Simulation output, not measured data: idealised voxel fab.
process module | voxel self aligned contacts
cross-section cut | 280 nm wide | cells 5 nm
A cross-section is a grid of square cells, given in bands from the top down. A band is one or more rows of cells.
Each band's line starts with the height of the band's top and of its bottom, in nm. Then come its materials from left to right, each with its width in nm. One material with "throughout" fills the band from edge to edge. "air" is empty space.
Height 0 is the level under which the wafer as received is all one material. The lowest band goes on downwards, as in "0 down".
A width such as "30 to 40" changes by the same amount from each row of cells to the next, from the band's top row to its bottom row.
"no change" after a step means that no cell of the cross-section changed.
closed voids: empty space of 8 cells or more with no open way to the top, each as width x height at its distance from the left edge, in nm
after a step's settings: what the simulator itself notes on the step
overlay nm, on a step with a mask: how far to the right of its planned place the mask lay; to the left if negative
plan
1 op RECEIVE | material Si
2 op CONFORMAL_DEP | material SiO2 | thk nm 5
3 op DIRECTIONAL_DEP | material polySi | thk nm 25
4 op DIRECTIONAL_DEP | material SiN | thk nm 20
5 op PATTERN | tone cover | mask id GATE | material resist | width nm 30 | pitch nm 55 | thk nm 20 | overlay nm 0
6 op DIRECTIONAL_ETCH | etch materials SiN | depth nm 20
7 op DIRECTIONAL_ETCH | etch materials polySi | depth nm 25
8 op STRIP | etch materials resist
9 op CONFORMAL_DEP | material SiN | thk nm 5
10 op DIRECTIONAL_ETCH | etch materials SiN | depth nm 5
11 op FILL_DEP | material SiO2 | thk nm 10
12 op CMP | height nm 55
13 op PATTERN | tone open | mask id CONTACT | material resist | width nm 35 | pitch nm 55 | thk nm 15 | overlay nm 0
14 op DIRECTIONAL_ETCH | etch materials SiO2 | depth nm 55
15 op STRIP | etch materials resist
16 op CONFORMAL_DEP | material TiN | thk nm 5
17 op FILL_DEP | material W | thk nm 10
18 op CMP | height nm 55
19 op CONFORMAL_DEP | material SiN | thk nm 5
as received, after step 1
  0 down: Si throughout
  closed voids: none
a wafer at the end: this start, this plan, one mistake
  60 to 55: SiN throughout
  55 to 50: SiO2 95 | TiN 10 | W 5 | TiN 20 | SiO2 20 | TiN 10 | W 5 | TiN 20 | SiO2 95
  50 to 30: SiO2 60 | SiN 40 | TiN 5 | W 5 | TiN 5 | SiN 40 | TiN 5 | W 5 | TiN 5 | SiN 40 | SiO2 70
  30 to 5: SiO2 60 | SiN 5 | polySi 30 | SiN 5 | TiN 5 | W 5 | TiN 5 | SiN 5 | polySi 30 | SiN 5 | TiN 5 | W 5 | TiN 5 | SiN 5 | polySi 30 | SiN 5 | SiO2 70
  5 to 0: SiO2 100 | TiN 15 | SiO2 40 | TiN 15 | SiO2 110
  0 down: Si throughout
  closed voids: none
what went wrong: step 5 ran as: op PATTERN | tone cover | mask id GATE | material resist | width nm 30 | pitch nm 55 | thk nm 20 | overlay nm -5
